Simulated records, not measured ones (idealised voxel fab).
Documented hereafter: the process module known as voxel ribs on slabs.
Square cell edge 5 nm, section width 290 nm, ID cut.
Cross-section = grid of square cells, listed top down in bands; band = one or more rows.
Quick guide to a band line: top height, bottom height (nm) up front; then every material left to right with its width in nm. Only one material and it's marked "everywhere"? Then it fills the band edge to edge. And "empty" just means empty space.
Measure heights from 0. That's the level where, below it, the as-received wafer is all one material. The lowest band is bottomless and extends downward; write it as in "z 0 and below".
Width: "30..40" (first number = top row, second number = bottom row, same change from row to row of cells).
Step marked "remains unaltered"? Then no cell in the cross-section changed in it.
Basically, "Closed internal cavities" tells you about the enclosed voids: empty spaces with no open way to the top, 8 cells or bigger, each written width x height at distance, where distance is from the left edge, all in nm.
That trailing text on a step's line, after the settings, is the simulator's own remark on the step.
overlay nm, on a step with a mask: how far to the right of its planned place the mask lay; to the left if negative

Intended process steps:
1 RECEIVE | material Si
2 DIRECTIONAL_DEP | material SiO2 | thk nm 25
3 DIRECTIONAL_DEP | material polySi | thk nm 20
4 PATTERN | tone cover | mask id RIB | material resist | width nm 20 | thk nm 15 | overlay nm 0
5 DIRECTIONAL_ETCH | etch materials polySi | depth nm 15
6 STRIP | etch materials resist
7 PATTERN | tone cover | mask id SLAB | material resist | width nm 80 | thk nm 15 | overlay nm 0
8 DIRECTIONAL_ETCH | etch materials polySi | depth nm 5
9 STRIP | etch materials resist
10 FILL_DEP | material SiO2 | thk nm 15
11 CMP | height nm 55
12 DIRECTIONAL_DEP | material W | thk nm 10
13 MASKED_ETCH | tone cover | mask id HEATER | width nm 30 | etch materials W | depth nm 10 | overlay nm 0
14 CONFORMAL_DEP | material SiN | thk nm 5

Cross-section, incoming material, after step 1:
	z 0 and below = Si everywhere
	Closed internal cavities: none

Sectioned view, first of two wafers, at the close of the module, processed as intended in the plan:
	z 70 to 65 = 125 empty  40 SiN  125 empty
	z 65 to 60 = 125 empty  5 SiN  30 W  5 SiN  125 empty
	z 60 to 55 = 130 SiN  30 W  130 SiN
	z 55 to 45 = SiO2 everywhere
	z 45 to 30 = 135 SiO2  20 polySi  135 SiO2
	z 30 to 25 = 105 SiO2  80 polySi  105 SiO2
	z 25 to 0 = SiO2 everywhere
	z 0 and below = Si everywhere
	Closed internal cavities: none

End-of-module cross-section of the second wafer: identical starting point and process plan to the first, with one processing mistake:
	z 70 to 65 = 125 empty  40 SiN  125 empty
	z 65 to 60 = 125 empty  5 SiN  30 W  5 SiN  125 empty
	z 60 to 55 = 130 SiN  30 W  130 SiN
	z 55 to 40 = SiO2 everywhere
	z 40 to 25 = 135 SiO2  20 polySi  135 SiO2
	z 25 to 20 = 105 SiO2  80 polySi  105 SiO2
	z 20 to 0 = SiO2 everywhere
	z 0 and below = Si everywhere
	Closed internal cavities: none
So what did we get wrong on this run? step 2 was run on a setting that differed from the plan, and what really ran there is DIRECTIONAL_DEP | material SiO2 | thk nm 20
Tallied in cells, the final second wafer holds each material in the same quantity as the first, although not at the same places.
